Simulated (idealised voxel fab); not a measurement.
process module | voxel capacitor over wiring
cross-section cut | 275 nm wide | cells 5 nm
A cross-section is a grid of square cells, given in bands from the top down. A band is one or more rows of cells.
Each band's line starts with the height of the band's top and of its bottom, in nm. Then come its materials from left to right, each with its width in nm. One material with "throughout" fills the band from edge to edge. "air" is empty space.
Height 0 is the level under which the wafer as received is all one material. The lowest band goes on downwards, as in "0 down".
A width such as "30 to 40" changes by the same amount from each row of cells to the next, from the band's top row to its bottom row.
"no change" after a step means that no cell of the cross-section changed.
closed voids: empty space of 8 cells or more with no open way to the top, each as width x height at its distance from the left edge, in nm
after a step's settings: what the simulator itself notes on the step
overlay nm, on a step with a mask: how far to the right of its planned place the mask lay; to the left if negative
plan
1 op RECEIVE | material Si
2 op CONFORMAL_DEP | material SiO2 | thk nm 15
3 op CONFORMAL_DEP | material SiN | thk nm 5
4 op DIRECTIONAL_DEP | material SiO2 | thk nm 20
5 op MASKED_ETCH | tone open | mask id METAL_1 | width nm 20 | pitch nm 70 | etch materials SiO2 | depth nm 20 | overlay nm 0
6 op MASKED_ETCH | tone open | mask id METAL_1 | width nm 20 | pitch nm 70 | etch materials SiN | depth nm 5 | overlay nm 0
7 op CONFORMAL_DEP | material TiN | thk nm 5
8 op FILL_DEP | material W | thk nm 5
9 op CMP | height nm 40
10 op CONFORMAL_DEP | material SiCN | thk nm 5
11 op DIRECTIONAL_DEP | material lowk | thk nm 10
12 op PATTERN | tone open | mask id PLUG_1 | material resist | width nm 15 | thk nm 15 | overlay nm -15
13 op DIRECTIONAL_ETCH | etch materials lowk | depth nm 10
14 op DIRECTIONAL_ETCH | etch materials SiCN | depth nm 5
15 op STRIP | etch materials resist
16 op CONFORMAL_DEP | material TiN | thk nm 5
17 op FILL_DEP | material Cu | thk nm 10
18 op CMP | height nm 55
19 op DIRECTIONAL_DEP | material TiN | thk nm 10
20 op DIRECTIONAL_DEP | material SiN | thk nm 5
21 op DIRECTIONAL_DEP | material TiN | thk nm 10
22 op MASKED_ETCH | tone cover | mask id UPPER_PLATE | width nm 55 | etch materials TiN | depth nm 10 | overlay nm 0
23 op MASKED_ETCH | tone cover | mask id UPPER_PLATE | width nm 55 | etch materials SiN | depth nm 5 | overlay nm 0
24 op MASKED_ETCH | tone cover | mask id LOWER_PLATE | width nm 65 | etch materials TiN | depth nm 10 | overlay nm 0
25 op FILL_DEP | material SiO2 | thk nm 15
26 op CMP | height nm 90
27 op MASKED_ETCH | tone open | mask id PLUG_2 | width nm 15 | etch materials SiO2 | depth nm 10 | overlay nm 0
28 op CONFORMAL_DEP | material TiN | thk nm 5
29 op FILL_DEP | material W | thk nm 10
30 op CMP | height nm 90
31 op CONFORMAL_DEP | material SiN | thk nm 5
varied across the wafers: overlay nm of step 12. The plan shows the first wafer's value. All wafers start alike
first wafer as received, after step 1
  0 down: Si throughout
  closed voids: none
first wafer at the end, after step 31
  95 to 90: SiN throughout
  90 to 85: SiO2 105 | TiN 5 | W 5 | TiN 5 | SiO2 155
  85 to 80: SiO2 105 | TiN 15 | SiO2 155
  80 to 70: SiO2 95 | TiN 55 | SiO2 125
  70 to 65: SiO2 95 | SiN 55 | SiO2 125
  65 to 55: SiO2 90 | TiN 65 | SiO2 120
  55 to 45: lowk 80 | TiN 5 | Cu 5 | TiN 5 | lowk 180
  45 to 40: SiCN 80 | TiN 15 | SiCN 180
  40 to 20: SiO2 90 | TiN 5 | W 10 | TiN 5 | SiO2 50 | TiN 5 | W 10 | TiN 5 | SiO2 95
  20 to 15: SiN 90 | TiN 20 | SiN 50 | TiN 20 | SiN 95
  15 to 0: SiO2 throughout
  0 down: Si throughout
  closed voids: none
last wafer at the end
  95 to 90: SiN throughout
  90 to 85: SiO2 105 | TiN 5 | W 5 | TiN 5 | SiO2 155
  85 to 80: SiO2 105 | TiN 15 | SiO2 155
  80 to 70: SiO2 95 | TiN 55 | SiO2 125
  70 to 65: SiO2 95 | SiN 55 | SiO2 125
  65 to 55: SiO2 90 | TiN 65 | SiO2 120
  55 to 45: lowk 110 | TiN 5 | Cu 5 | TiN 5 | lowk 150
  45 to 40: SiCN 110 | TiN 15 | SiCN 150
  40 to 20: SiO2 90 | TiN 5 | W 10 | TiN 5 | SiO2 50 | TiN 5 | W 10 | TiN 5 | SiO2 95
  20 to 15: SiN 90 | TiN 20 | SiN 50 | TiN 20 | SiN 95
  15 to 0: SiO2 throughout
  0 down: Si throughout
  closed voids: none
each wafer at the end: cells of each material gained (+) or lost (-) since it was received, then its closed voids
overlay nm -15 | +2 Cu | +52 SiCN | +113 SiN | +673 SiO2 | +84 TiN | +17 W | +104 lowk | closed voids: none
overlay nm -10 | +2 Cu | +52 SiCN | +113 SiN | +673 SiO2 | +84 TiN | +17 W | +104 lowk | closed voids: none
overlay nm -5 | +2 Cu | +52 SiCN | +113 SiN | +673 SiO2 | +84 TiN | +17 W | +104 lowk | closed voids: none
overlay nm 0 | +2 Cu | +52 SiCN | +113 SiN | +673 SiO2 | +84 TiN | +17 W | +104 lowk | closed voids: none
overlay nm 5 | +2 Cu | +52 SiCN | +113 SiN | +673 SiO2 | +84 TiN | +17 W | +104 lowk | closed voids: none
overlay nm 10 | +2 Cu | +52 SiCN | +113 SiN | +673 SiO2 | +84 TiN | +17 W | +104 lowk | closed voids: none
overlay nm 15 | +2 Cu | +52 SiCN | +113 SiN | +673 SiO2 | +84 TiN | +17 W | +104 lowk | closed voids: none
